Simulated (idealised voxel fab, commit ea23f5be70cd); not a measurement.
process module | voxel gate over fins
cross-section cut | 140 nm wide | cells 5 nm
A cross-section is a grid of square cells, given in bands from the top down. A band is one or more rows of cells.
Each band's line starts with the height of the band's top and of its bottom, in nm. Then come its materials from left to right, each with its width in nm. One material with "throughout" fills the band from edge to edge. "air" is empty space.
Height 0 is the level under which the wafer as received is all one material. The lowest band goes on downwards, as in "0 down".
A width such as "30 to 40" changes by the same amount from each row of cells to the next, from the band's top row to its bottom row.
"no change" after a step means that no cell of the cross-section changed.
closed voids: empty space of 8 cells or more with no open way to the top, each as width x height at its distance from the left edge, in nm
after a step's settings: what the simulator itself notes on the step
overlay nm, on a step with a mask: how far to the right of its planned place the mask lay; to the left if negative
plan
1 op RECEIVE | material Si
2 op CONFORMAL_DEP | material SiN | thk nm 5
3 op PATTERN | tone cover | mask id FINS | material resist | width nm 15 | pitch nm 40 | thk nm 20 | overlay nm 0
4 op DIRECTIONAL_ETCH | etch materials SiN | depth nm 5
5 op DIRECTIONAL_ETCH | etch materials Si | depth nm 40
6 op STRIP | etch materials resist
7 op FILL_DEP | material SiO2 | thk nm 10
8 op CMP | height nm 5
9 op SELECTIVE_ETCH | etch materials SiO2 | depth nm 20
10 op STRIP | etch materials SiN
11 op CONFORMAL_DEP | material HfO2 | thk nm 5
12 op CONFORMAL_DEP | material TiN | thk nm 5
13 op CONFORMAL_DEP | material TiAl | thk nm 5
14 op CONFORMAL_DEP | material TiN | thk nm 5
15 op FILL_DEP | material W | thk nm 10
16 op CMP | height nm 25
17 op CONFORMAL_DEP | material SiCN | thk nm 5
varied across the wafers: width nm of step 3. The plan shows the first wafer's value. All wafers start alike
first wafer as received, after step 1
  0 down: Si throughout
  closed voids: none
first wafer at the end, after step 17
  30 to 25: SiCN throughout
  25 to 20: W throughout
  20 to 15: W 20 | TiN 95 | W 25
  15 to 10: W 20 | TiN 5 | TiAl 85 | TiN 5 | W 25
  10 to 5: W 20 | TiN 5 | TiAl 5 | TiN 35 | TiAl 5 | TiN 35 | TiAl 5 | TiN 5 | W 25
  5 to 0: TiN 25 | TiAl 5 | TiN 5 | HfO2 25 | TiN 5 | TiAl 5 | TiN 5 | HfO2 25 | TiN 5 | TiAl 5 | TiN 30
  0 to -5: TiAl 30 | TiN 5 | HfO2 5 | Si 15 | HfO2 5 | TiN 5 | TiAl 5 | TiN 5 | HfO2 5 | Si 15 | HfO2 5 | TiN 5 | TiAl 35
  -5 to -10: TiN 35 | HfO2 5 | Si 15 | HfO2 5 | TiN 15 | HfO2 5 | Si 15 | HfO2 5 | TiN 40
  -10 to -15: HfO2 40 | Si 15 | HfO2 25 | Si 15 | HfO2 45
  -15 to -40: SiO2 40 | Si 15 | SiO2 25 | Si 15 | SiO2 45
  -40 down: Si throughout
  closed voids: none
last wafer at the end
  30 to 25: SiCN throughout
  25 to 20: W throughout
  20 to 15: W 15 | TiN 105 | W 20
  15 to 10: W 15 | TiN 5 | TiAl 95 | TiN 5 | W 20
  10 to 5: W 15 | TiN 5 | TiAl 5 | TiN 85 | TiAl 5 | TiN 5 | W 20
  5 to 0: TiN 20 | TiAl 5 | TiN 5 | HfO2 35 | TiN 5 | HfO2 35 | TiN 5 | TiAl 5 | TiN 25
  0 to -5: TiAl 25 | TiN 5 | HfO2 5 | Si 25 | HfO2 5 | TiN 5 | HfO2 5 | Si 25 | HfO2 5 | TiN 5 | TiAl 30
  -5 to -10: TiN 30 | HfO2 5 | Si 25 | HfO2 5 | TiN 5 | HfO2 5 | Si 25 | HfO2 5 | TiN 35
  -10 to -15: HfO2 35 | Si 25 | HfO2 15 | Si 25 | HfO2 40
  -15 to -40: SiO2 35 | Si 25 | SiO2 15 | Si 25 | SiO2 40
  -40 down: Si throughout
  closed voids: none
each wafer at the end: cells of each material gained (+) or lost (-) since it was received, then its closed voids
width nm 15 | +40 HfO2 | -176 Si | +28 SiCN | +110 SiO2 | +37 TiAl | +74 TiN | +55 W | closed voids: none
width nm 20 | +40 HfO2 | -160 Si | +28 SiCN | +100 SiO2 | +34 TiAl | +74 TiN | +52 W | closed voids: none
width nm 25 | +40 HfO2 | -144 Si | +28 SiCN | +90 SiO2 | +34 TiAl | +71 TiN | +49 W | closed voids: none
